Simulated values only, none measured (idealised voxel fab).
process module | voxel released beams
cross-section cut | 160 nm wide | cells 5 nm
A cross-section is a grid of square cells, given in bands from the top down. A band is one or more rows of cells.
Each band's line starts with the height of the band's top and of its bottom, in nm. Then come its materials from left to right, each with its width in nm. One material with "throughout" fills the band from edge to edge. "air" is empty space.
Height 0 is the level under which the wafer as received is all one material. The lowest band goes on downwards, as in "0 down".
A width such as "30 to 40" changes by the same amount from each row of cells to the next, from the band's top row to its bottom row.
"no change" after a step means that no cell of the cross-section changed.
closed voids: empty space of 8 cells or more with no open way to the top, each as width x height at its distance from the left edge, in nm
after a step's settings: what the simulator itself notes on the step
overlay nm, on a step with a mask: how far to the right of its planned place the mask lay; to the left if negative
plan
1 op RECEIVE | material Si
2 op CONFORMAL_DEP | material SiN | thk nm 5
3 op DIRECTIONAL_DEP | material SiO2 | thk nm 15
4 op DIRECTIONAL_DEP | material aC | thk nm 15
5 op PATTERN | tone open | mask id ANCHOR | material resist | width nm 35 | thk nm 35 | overlay nm 0
6 op DIRECTIONAL_ETCH | etch materials aC | depth nm 15
7 op STRIP | etch materials resist
8 op DIRECTIONAL_ETCH | etch materials SiO2 | depth nm 15
9 op STRIP | etch materials aC
10 op CONFORMAL_DEP | material W | thk nm 15
11 op PATTERN | tone cover | mask id BEAM | material resist | width nm 110 | thk nm 15 | overlay nm 0
12 op DIRECTIONAL_ETCH | etch materials W | depth nm 15
13 op STRIP | etch materials resist
14 op STRIP | etch materials SiO2
as received, after step 1
  0 down: Si throughout
  closed voids: none
a wafer at the end: this start, this plan, one mistake
  50 to 35: air 20 | W 110 | air 30
  35 to 20: W throughout
  20 to 5: SiO2 25 | W 35 | SiO2 100
  5 to 0: SiN throughout
  0 down: Si throughout
  closed voids: none
what went wrong: step 10 was run twice
